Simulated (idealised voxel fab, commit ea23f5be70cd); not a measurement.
process module | voxel lift off
cross-section cut | 155 nm wide | cells 5 nm
A cross-section is a grid of square cells, given in bands from the top down. A band is one or more rows of cells.
Each band's line starts with the height of the band's top and of its bottom, in nm. Then come its materials from left to right, each with its width in nm. One material with "throughout" fills the band from edge to edge. "air" is empty space.
Height 0 is the level under which the wafer as received is all one material. The lowest band goes on downwards, as in "0 down".
A width such as "30 to 40" changes by the same amount from each row of cells to the next, from the band's top row to its bottom row.
"no change" after a step means that no cell of the cross-section changed.
closed voids: empty space of 8 cells or more with no open way to the top, each as width x height at its distance from the left edge, in nm
after a step's settings: what the simulator itself notes on the step
overlay nm, on a step with a mask: how far to the right of its planned place the mask lay; to the left if negative
plan
1 op RECEIVE | material Si
2 op CONFORMAL_DEP | material Al2O3 | thk nm 5
3 op PATTERN | tone open | mask id LINES | material resist | width nm 15 | pitch nm 30 | thk nm 25 | overlay nm 0
4 op DIRECTIONAL_DEP | material Ru | thk nm 15
5 op STRIP | etch materials resist
6 op CONFORMAL_DEP | material SiO2 | thk nm 5
as received, after step 1
  0 down: Si throughout
  closed voids: none
first wafer at the end, as planned
  25 to 20: air 20 | SiO2 25 | air 5 | SiO2 25 | air 5 | SiO2 25 | air 5 | SiO2 25 | air 20
  20 to 10: air 20 | SiO2 5 | Ru 15 | SiO2 5 | air 5 | SiO2 5 | Ru 15 | SiO2 5 | air 5 | SiO2 5 | Ru 15 | SiO2 5 | air 5 | SiO2 5 | Ru 15 | SiO2 5 | air 20
  10 to 5: SiO2 25 | Ru 15 | SiO2 15 | Ru 15 | SiO2 15 | Ru 15 | SiO2 15 | Ru 15 | SiO2 25
  5 to 0: Al2O3 throughout
  0 down: Si throughout
  closed voids: none
second wafer at the end: like start, like plan, one mistake
  25 to 20: SiO2 30 | air 5 | SiO2 25 | air 5 | SiO2 25 | air 5 | SiO2 25 | air 5 | SiO2 30
  20 to 10: Ru 25 | SiO2 5 | air 5 | SiO2 5 | Ru 15 | SiO2 5 | air 5 | SiO2 5 | Ru 15 | SiO2 5 | air 5 | SiO2 5 | Ru 15 | SiO2 5 | air 5 | SiO2 5 | Ru 25
  10 to 5: Ru 25 | SiO2 15 | Ru 15 | SiO2 15 | Ru 15 | SiO2 15 | Ru 15 | SiO2 15 | Ru 25
  5 to 0: Al2O3 throughout
  0 down: Si throughout
  closed voids: none
what went wrong: step 3 ran as: op PATTERN | tone cover | mask id LINES | material resist | width nm 15 | pitch nm 30 | thk nm 25 | overlay nm 0
at the end the second wafer has, in cells: 21 more of Ru
